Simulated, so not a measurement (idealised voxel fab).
process module | voxel transistor to metal
cross-section cut | 205 nm wide | cells 5 nm
A cross-section is a grid of square cells, given in bands from the top down. A band is one or more rows of cells.
Each band's line starts with the height of the band's top and of its bottom, in nm. Then come its materials from left to right, each with its width in nm. One material with "throughout" fills the band from edge to edge. "air" is empty space.
Height 0 is the level under which the wafer as received is all one material. The lowest band goes on downwards, as in "0 down".
A width such as "30 to 40" changes by the same amount from each row of cells to the next, from the band's top row to its bottom row.
"no change" after a step means that no cell of the cross-section changed.
closed voids: empty space of 8 cells or more with no open way to the top, each as width x height at its distance from the left edge, in nm
after a step's settings: what the simulator itself notes on the step
overlay nm, on a step with a mask: how far to the right of its planned place the mask lay; to the left if negative
plan
1 op RECEIVE | material Si
2 op OXIDIZE | depth nm 5
3 op CONFORMAL_DEP | material SiN | thk nm 10
4 op DIRECTIONAL_DEP | material aC | thk nm 10
5 op PATTERN | tone cover | mask id ACTIVE | material resist | width nm 100 | thk nm 25 | overlay nm -15
6 op DIRECTIONAL_ETCH | etch materials aC | depth nm 10
7 op STRIP | etch materials resist
8 op DIRECTIONAL_ETCH | etch materials SiN | depth nm 10
9 op DIRECTIONAL_ETCH | etch materials SiO2 | depth nm 5
10 op DIRECTIONAL_ETCH | etch materials Si | depth nm 35
11 op STRIP | etch materials aC
12 op OXIDIZE | depth nm 5
13 op FILL_DEP | material SiO2 | thk nm 5
14 op CMP | height nm 10
15 op SELECTIVE_ETCH | etch materials SiO2 | depth nm 10
16 op STRIP | etch materials SiN
17 op SELECTIVE_ETCH | etch materials SiO2 | depth nm 5
18 op OXIDIZE | depth nm 5
19 op DIRECTIONAL_DEP | material polySi | thk nm 20
20 op DIRECTIONAL_DEP | material SiCN | thk nm 15
21 op PATTERN | tone cover | mask id GATE | material resist | width nm 30 | thk nm 15 | overlay nm 0
22 op DIRECTIONAL_ETCH | etch materials SiCN | depth nm 25
23 op DIRECTIONAL_ETCH | etch materials polySi | depth nm 30
24 op STRIP | etch materials resist
25 op CONFORMAL_DEP | material SiN | thk nm 10
26 op DIRECTIONAL_ETCH | etch materials SiN | depth nm 10
27 op DIRECTIONAL_ETCH | etch materials SiO2 | depth nm 5
28 op DIRECTIONAL_ETCH | etch materials Si | depth nm 10
29 op EPI | material nSi | thk nm 15
30 op FILL_DEP | material SiO2 | thk nm 5
31 op CMP | height nm 15
32 op STRIP | etch materials polySi
33 op SELECTIVE_ETCH | etch materials SiO2 | depth nm 5
34 op CONFORMAL_DEP | material HfO2 | thk nm 5
35 op CONFORMAL_DEP | material TiN | thk nm 5
36 op FILL_DEP | material W | thk nm 5
37 op CMP | height nm 10
38 op DIRECTIONAL_DEP | material SiO2 | thk nm 10
39 op PATTERN | tone open | mask id CONTACT | material resist | width nm 15 | pitch nm 75 | thk nm 20 | overlay nm 0
40 op DIRECTIONAL_ETCH | etch materials SiO2 | depth nm 25
41 op STRIP | etch materials resist
42 op CONFORMAL_DEP | material TiN | thk nm 5
43 op FILL_DEP | material Ru | thk nm 10
44 op CMP | height nm 20
45 op DIRECTIONAL_DEP | material TiN | thk nm 5
46 op DIRECTIONAL_DEP | material Ru | thk nm 20
47 op DIRECTIONAL_DEP | material aC | thk nm 10
48 op PATTERN | tone cover | mask id METAL_1 | material resist | width nm 15 | pitch nm 75 | thk nm 25 | overlay nm 0
49 op DIRECTIONAL_ETCH | etch materials aC | depth nm 10
50 op STRIP | etch materials resist
51 op DIRECTIONAL_ETCH | etch materials Ru | depth nm 20
52 op DIRECTIONAL_ETCH | etch materials TiN | depth nm 5
53 op STRIP | etch materials aC
54 op CONFORMAL_DEP | material SiN | thk nm 5
55 op FILL_DEP | material lowk | thk nm 10
56 op CMP | height nm 45
57 op CONFORMAL_DEP | material SiCN | thk nm 5
58 op DIRECTIONAL_DEP | material lowk | thk nm 30
59 op PATTERN | tone open | mask id METAL_2 | material resist | width nm 15 | pitch nm 75 | thk nm 20 | overlay nm 0
60 op DIRECTIONAL_ETCH | etch materials lowk | depth nm 15
61 op STRIP | etch materials resist
62 op PATTERN | tone open | mask id METAL_2_HOLES | material resist | width nm 15 | pitch nm 75 | thk nm 20 | overlay nm 0
63 op DIRECTIONAL_ETCH | etch materials lowk | depth nm 15
64 op DIRECTIONAL_ETCH | etch materials SiCN | depth nm 5
65 op STRIP | etch materials resist
66 op CONFORMAL_DEP | material TiN | thk nm 5
67 op FILL_DEP | material Ru | thk nm 5
68 op CMP | height nm 80
69 op CONFORMAL_DEP | material SiN | thk nm 5
varied across the wafers: overlay nm of step 5. The plan shows the first wafer's value. All wafers start alike
first wafer as received, after step 1
  0 down: Si throughout
  closed voids: none
first wafer at the end, after step 69
  85 to 80: SiN throughout
  80 to 50: lowk 55 | TiN 5 | Ru 5 | TiN 5 | lowk 60 | TiN 5 | Ru 5 | TiN 5 | lowk 60
  50 to 45: SiCN 55 | TiN 15 | SiCN 60 | TiN 15 | SiCN 60
  45 to 25: lowk 50 | SiN 5 | Ru 15 | SiN 5 | lowk 50 | SiN 5 | Ru 15 | SiN 5 | lowk 55
  25 to 20: SiN 55 | TiN 15 | SiN 60 | TiN 15 | SiN 60
  20 to 10: SiO2 55 | TiN 5 | Ru 5 | TiN 5 | SiO2 60 | TiN 5 | Ru 5 | TiN 5 | SiO2 60
  10 to 5: SiO2 55 | TiN 15 | SiO2 5 | SiN 10 | HfO2 5 | TiN 5 | W 10 | TiN 5 | HfO2 5 | SiN 10 | SiO2 5 | TiN 15 | SiO2 60
  5 to 0: SiO2 55 | TiN 5 | nSi 15 | SiN 10 | HfO2 5 | TiN 5 | W 10 | TiN 5 | HfO2 5 | SiN 10 | nSi 15 | TiN 5 | SiO2 60
  0 to -5: SiO2 55 | TiN 5 | nSi 15 | SiN 10 | HfO2 5 | TiN 20 | HfO2 5 | SiN 10 | nSi 15 | TiN 5 | SiO2 60
  -5 to -10: SiO2 35 | nSi 40 | SiO2 5 | HfO2 40 | SiO2 5 | nSi 15 | SiO2 65
  -10 to -20: SiO2 40 | nSi 35 | Si 50 | nSi 5 | SiO2 75
  -20 to -45: SiO2 40 | Si 90 | SiO2 75
  -45 down: Si throughout
  closed voids: none
last wafer at the end
  85 to 80: SiN throughout
  80 to 50: lowk 55 | TiN 5 | Ru 5 | TiN 5 | lowk 60 | TiN 5 | Ru 5 | TiN 5 | lowk 60
  50 to 45: SiCN 55 | TiN 15 | SiCN 60 | TiN 15 | SiCN 60
  45 to 25: lowk 50 | SiN 5 | Ru 15 | SiN 5 | lowk 50 | SiN 5 | Ru 15 | SiN 5 | lowk 55
  25 to 20: SiN 55 | TiN 15 | SiN 60 | TiN 15 | SiN 60
  20 to 10: SiO2 55 | TiN 5 | Ru 5 | TiN 5 | SiO2 60 | TiN 5 | Ru 5 | TiN 5 | SiO2 60
  10 to 5: SiO2 55 | TiN 15 | SiO2 5 | SiN 10 | HfO2 5 | TiN 5 | W 10 | TiN 5 | HfO2 5 | SiN 10 | SiO2 5 | TiN 15 | SiO2 60
  5 to 0: SiO2 55 | TiN 5 | nSi 15 | SiN 10 | HfO2 5 | TiN 5 | W 10 | TiN 5 | HfO2 5 | SiN 10 | nSi 15 | TiN 5 | SiO2 60
  0 to -5: SiO2 55 | TiN 5 | nSi 15 | SiN 10 | HfO2 5 | TiN 20 | HfO2 5 | SiN 10 | nSi 15 | TiN 5 | SiO2 60
  -5 to -10: SiO2 60 | nSi 15 | SiO2 5 | HfO2 40 | SiO2 5 | nSi 40 | SiO2 40
  -10 to -20: SiO2 70 | nSi 5 | Si 50 | nSi 35 | SiO2 45
  -20 to -45: SiO2 70 | Si 90 | SiO2 45
  -45 down: Si throughout
  closed voids: none
each wafer at the end: cells of each material gained (+) or lost (-) since it was received, then its closed voids
overlay nm -15 | +14 HfO2 | +40 Ru | -259 Si | +35 SiCN | +104 SiN | +324 SiO2 | +62 TiN | +4 W | +334 lowk | +39 nSi | closed voids: none
overlay nm -10 | +14 HfO2 | +40 Ru | -259 Si | +35 SiCN | +104 SiN | +325 SiO2 | +62 TiN | +4 W | +334 lowk | +38 nSi | closed voids: none
overlay nm -5 | +14 HfO2 | +40 Ru | -259 Si | +35 SiCN | +104 SiN | +325 SiO2 | +62 TiN | +4 W | +334 lowk | +38 nSi | closed voids: none
overlay nm 0 | +14 HfO2 | +40 Ru | -259 Si | +35 SiCN | +104 SiN | +325 SiO2 | +62 TiN | +4 W | +334 lowk | +38 nSi | closed voids: none
overlay nm 5 | +14 HfO2 | +40 Ru | -259 Si | +35 SiCN | +104 SiN | +325 SiO2 | +62 TiN | +4 W | +334 lowk | +38 nSi | closed voids: none
overlay nm 10 | +14 HfO2 | +40 Ru | -259 Si | +35 SiCN | +104 SiN | +325 SiO2 | +62 TiN | +4 W | +334 lowk | +38 nSi | closed voids: none
overlay nm 15 | +14 HfO2 | +40 Ru | -259 Si | +35 SiCN | +104 SiN | +324 SiO2 | +62 TiN | +4 W | +334 lowk | +39 nSi | closed voids: none
